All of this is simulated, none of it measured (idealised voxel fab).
process module | voxel plated lines
cross-section cut | 140 nm wide | cells 5 nm
A cross-section is a grid of square cells, given in bands from the top down. A band is one or more rows of cells.
Each band's line starts with the height of the band's top and of its bottom, in nm. Then come its materials from left to right, each with its width in nm. One material with "throughout" fills the band from edge to edge. "air" is empty space.
Height 0 is the level under which the wafer as received is all one material. The lowest band goes on downwards, as in "0 down".
A width such as "30 to 40" changes by the same amount from each row of cells to the next, from the band's top row to its bottom row.
"no change" after a step means that no cell of the cross-section changed.
closed voids: empty space of 8 cells or more with no open way to the top, each as width x height at its distance from the left edge, in nm
after a step's settings: what the simulator itself notes on the step
overlay nm, on a step with a mask: how far to the right of its planned place the mask lay; to the left if negative
plan
1 op RECEIVE | material Si
2 op CONFORMAL_DEP | material Al2O3 | thk nm 5
3 op DIRECTIONAL_DEP | material TiN | thk nm 5
4 op PATTERN | tone open | mask id LINES | material resist | width nm 20 | pitch nm 35 | thk nm 15 | overlay nm -10
5 op EPI | material Ru | thk nm 5
6 op STRIP | etch materials resist
7 op DIRECTIONAL_ETCH | etch materials TiN | depth nm 5
8 op CONFORMAL_DEP | material SiCN | thk nm 10
varied across the wafers: overlay nm of step 4. The plan shows the first wafer's value. All wafers start alike
first wafer as received, after step 1
  0 down: Si throughout
  closed voids: none
each wafer at the end: cells of each material gained (+) or lost (-) since it was received, then its closed voids
overlay nm -10 | +28 Al2O3 | +12 Ru | +76 SiCN | +12 TiN | closed voids: none
overlay nm -5 | +28 Al2O3 | +12 Ru | +76 SiCN | +12 TiN | closed voids: none
overlay nm 0 | +28 Al2O3 | +12 Ru | +76 SiCN | +12 TiN | closed voids: none
overlay nm 5 | +28 Al2O3 | +12 Ru | +76 SiCN | +12 TiN | closed voids: none
overlay nm 10 | +28 Al2O3 | +12 Ru | +76 SiCN | +12 TiN | closed voids: none
